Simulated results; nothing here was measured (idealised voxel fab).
process module | voxel wiring stack
cross-section cut | 155 nm wide | cells 5 nm
A cross-section is a grid of square cells, given in bands from the top down. A band is one or more rows of cells.
Each band's line starts with the height of the band's top and of its bottom, in nm. Then come its materials from left to right, each with its width in nm. One material with "throughout" fills the band from edge to edge. "air" is empty space.
Height 0 is the level under which the wafer as received is all one material. The lowest band goes on downwards, as in "0 down".
A width such as "30 to 40" changes by the same amount from each row of cells to the next, from the band's top row to its bottom row.
"no change" after a step means that no cell of the cross-section changed.
closed voids: empty space of 8 cells or more with no open way to the top, each as width x height at its distance from the left edge, in nm
after a step's settings: what the simulator itself notes on the step
overlay nm, on a step with a mask: how far to the right of its planned place the mask lay; to the left if negative
plan
1 op RECEIVE | material Si
2 op CONFORMAL_DEP | material SiO2 | thk nm 10
3 op CONFORMAL_DEP | material SiN | thk nm 5
4 op DIRECTIONAL_DEP | material SiO2 | thk nm 15
5 op MASKED_ETCH | tone open | mask id METAL_1 | width nm 30 | pitch nm 60 | etch materials SiO2 | depth nm 15 | overlay nm 0
6 op MASKED_ETCH | tone open | mask id METAL_1 | width nm 30 | pitch nm 60 | etch materials SiN | depth nm 5 | overlay nm 0
7 op CONFORMAL_DEP | material TiN | thk nm 5
8 op FILL_DEP | material Ru | thk nm 10
9 op CMP | height nm 30
10 op CONFORMAL_DEP | material SiCN | thk nm 5
11 op DIRECTIONAL_DEP | material lowk | thk nm 15
12 op DIRECTIONAL_DEP | material aC | thk nm 10
13 op PATTERN | tone open | mask id PLUG_1 | material resist | width nm 15 | thk nm 30 | overlay nm 0
14 op DIRECTIONAL_ETCH | etch materials aC | depth nm 10
15 op STRIP | etch materials resist
16 op DIRECTIONAL_ETCH | etch materials lowk | depth nm 15
17 op DIRECTIONAL_ETCH | etch materials SiCN | depth nm 5
18 op STRIP | etch materials aC
19 op CONFORMAL_DEP | material TiN | thk nm 5
20 op FILL_DEP | material Cu | thk nm 5
21 op CMP | height nm 50
22 op DIRECTIONAL_DEP | material TiN | thk nm 5
23 op DIRECTIONAL_DEP | material W | thk nm 25
24 op PATTERN | tone cover | mask id METAL_2 | material resist | width nm 30 | pitch nm 60 | thk nm 20 | overlay nm 0
25 op DIRECTIONAL_ETCH | etch materials W | depth nm 25
26 op DIRECTIONAL_ETCH | etch materials TiN | depth nm 5
27 op STRIP | etch materials resist
28 op FILL_DEP | material lowk | thk nm 10
29 op CMP | height nm 80
30 op CONFORMAL_DEP | material SiCN | thk nm 5
31 op DIRECTIONAL_DEP | material SiO2 | thk nm 30
32 op MASKED_ETCH | tone open | mask id METAL_3_HOLES | width nm 15 | etch materials SiO2 | depth nm 30 | overlay nm 0
33 op MASKED_ETCH | tone open | mask id METAL_3 | width nm 30 | pitch nm 60 | etch materials SiO2 | depth nm 20 | overlay nm 0
34 op MASKED_ETCH | tone open | mask id METAL_3 | width nm 30 | pitch nm 60 | etch materials SiCN | depth nm 5 | overlay nm 0
35 op CONFORMAL_DEP | material TiN | thk nm 5
36 op FILL_DEP | material Ru | thk nm 10
37 op CMP | height nm 115
38 op CONFORMAL_DEP | material SiCN | thk nm 5
39 op DIRECTIONAL_DEP | material lowk | thk nm 10
40 op PATTERN | tone open | mask id PLUG_3 | material resist | width nm 15 | pitch nm 60 | thk nm 15 | overlay nm 0
41 op DIRECTIONAL_ETCH | etch materials lowk | depth nm 10
42 op DIRECTIONAL_ETCH | etch materials SiCN | depth nm 5
43 op STRIP | etch materials resist
44 op EPI | material Ru | thk nm 10
45 op EPI | material Ru | thk nm 5
46 op CONFORMAL_DEP | material SiCN | thk nm 5
47 op DIRECTIONAL_DEP | material lowk | thk nm 20
48 op PATTERN | tone open | mask id METAL_4 | material resist | width nm 30 | pitch nm 60 | thk nm 15 | overlay nm 0
49 op DIRECTIONAL_ETCH | etch materials lowk | depth nm 20
50 op DIRECTIONAL_ETCH | etch materials SiCN | depth nm 5
51 op STRIP | etch materials resist
52 op CONFORMAL_DEP | material TiN | thk nm 5
53 op FILL_DEP | material Cu | thk nm 5
54 op CMP | height nm 155
55 op CONFORMAL_DEP | material SiCN | thk nm 5
as received, after step 1
  0 down: Si throughout
  closed voids: none
a wafer at the end: this start, this plan, one mistake
  160 to 155: SiCN throughout
  155 to 135: lowk 30 | TiN 5 | Cu 20 | TiN 5 | lowk 30 | TiN 5 | Cu 20 | TiN 5 | lowk 35
  135 to 130: SiCN 30 | TiN 30 | SiCN 30 | TiN 30 | SiCN 35
  130 to 120: lowk 30 | Ru 15 | lowk 45 | Ru 15 | lowk 50
  120 to 115: SiCN 30 | Ru 15 | SiCN 45 | Ru 15 | SiCN 50
  115 to 100: SiO2 30 | TiN 5 | Ru 25 | TiN 5 | SiO2 25 | TiN 5 | Ru 25 | TiN 5 | SiO2 30
  100 to 95: SiO2 30 | TiN 5 | Ru 5 | TiN 25 | SiO2 25 | TiN 35 | SiO2 30
  95 to 85: SiO2 30 | TiN 5 | Ru 5 | TiN 5 | SiO2 110
  85 to 80: SiCN 30 | TiN 15 | SiCN 110
  80 to 55: lowk 30 | W 30 | lowk 30 | W 30 | lowk 35
  55 to 50: lowk 30 | TiN 30 | lowk 30 | TiN 30 | lowk 35
  50 to 35: lowk 30 | TiN 5 | Cu 5 | TiN 5 | lowk 110
  35 to 30: SiCN 30 | TiN 15 | SiCN 110
  30 to 15: SiO2 30 | TiN 5 | Ru 20 | TiN 5 | SiO2 30 | TiN 5 | Ru 20 | TiN 5 | SiO2 35
  15 to 10: SiN 30 | TiN 30 | SiN 30 | TiN 30 | SiN 35
  10 to 0: SiO2 throughout
  0 down: Si throughout
  closed voids: none
what went wrong: step 33 ran as: op MASKED_ETCH | tone open | mask id METAL_3 | width nm 35 | pitch nm 60 | etch materials SiO2 | depth nm 20 | overlay nm 0
